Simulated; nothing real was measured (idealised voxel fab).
Module name: voxel wiring stack (process module)
This is section cut - it's 225 nm across, gridded in 5 nm square cells.
The cross-sections in this document take the form of a grid made of square cells. They are written out as bands, in order from top to bottom. Each band consists of one or more rows of cells.
First you get the band's top height and its bottom height, in nm, and then the materials it's made of, left to right, with each width in nm. If you see a single material with "all across", that one covers the band edge to edge. "empty" is empty space.
Heights are reckoned from 0. Under this level, the received wafer is all of one material. The bottommost band is open-ended downward, for example "0 down".
Think of "30->40" as a width that walks from the first number to the second as you go down the band, top row to bottom row, taking equal-sized steps from row to row.
It should be understood that the words "remains unaltered", when stated for a given step, signify that the cross-section underwent no change in any of its cells during that step.
So "Sealed voids" is basically the list of trapped voids: any empty space of 8 cells or more that can't reach the top through an opening. They're written width x height at distance, the distance being from the left edge, and it's all nm.
On each step's line, the part that comes after the settings is the simulator's own comment on the step.
The "overlay nm" setting may appear on a step's line; for a step that uses a mask, it gives how far to the right of its planned position the mask lay, and a negative value indicates the left.
**Steps in the process plan**
1,RECEIVE (material Si)
2,CONFORMAL_DEP (material SiO2; thk nm 10)
3,DIRECTIONAL_DEP (material TiN; thk nm 5)
4,DIRECTIONAL_DEP (material Ru; thk nm 15)
5,PATTERN (tone cover; mask id METAL_1; material resist; width nm 25; pitch nm 45; thk nm 20; overlay nm 0)
6,DIRECTIONAL_ETCH (etch materials Ru; depth nm 15)
7,DIRECTIONAL_ETCH (etch materials TiN; depth nm 5)
8,STRIP (etch materials resist)
9,FILL_DEP (material lowk; thk nm 5)
10,CMP (height nm 30)
11,CONFORMAL_DEP (material SiCN; thk nm 5)
12,DIRECTIONAL_DEP (material lowk; thk nm 30)
13,MASKED_ETCH (tone open; mask id METAL_2_HOLES; width nm 15; pitch nm 45; etch materials lowk; depth nm 30; overlay nm 0)
14,MASKED_ETCH (tone open; mask id METAL_2; width nm 25; pitch nm 45; etch materials lowk; depth nm 20; overlay nm 0)
15,MASKED_ETCH (tone open; mask id METAL_2; width nm 25; pitch nm 45; etch materials SiCN; depth nm 5; overlay nm 0)
16,CONFORMAL_DEP (material TiN; thk nm 5)
17,FILL_DEP (material Cu; thk nm 5)
18,CMP (height nm 65)
19,CONFORMAL_DEP (material SiN; thk nm 5)
**Cross-section, incoming material, after step 1**
	0 down | Si all across
	Sealed voids: none
**End state of the module in cross-section, given the above starting point and plan and one mistake in execution**
	70 to 65 | SiN all across
	65 to 50 | 55 nm lowk  5 nm TiN  5 nm Cu  5 nm TiN  30 nm lowk  5 nm TiN  5 nm Cu  5 nm TiN  30 nm lowk  5 nm TiN  5 nm Cu  5 nm TiN  65 nm lowk
	50 to 45 | 55 nm lowk  15 nm TiN  30 nm lowk  15 nm TiN  30 nm lowk  15 nm TiN  65 nm lowk
	45 to 35 | lowk all across
	35 to 30 | SiCN all across
	30 to 15 | 55 nm lowk  25 nm Ru  20 nm lowk  25 nm Ru  20 nm lowk  25 nm Ru  55 nm lowk
	15 to 10 | 55 nm lowk  25 nm TiN  20 nm lowk  25 nm TiN  20 nm lowk  25 nm TiN  55 nm lowk
	10 to 0 | SiO2 all across
	0 down | Si all across
	Sealed voids: none
Short version of what went wrong: twice over, step 12 of the plan was run
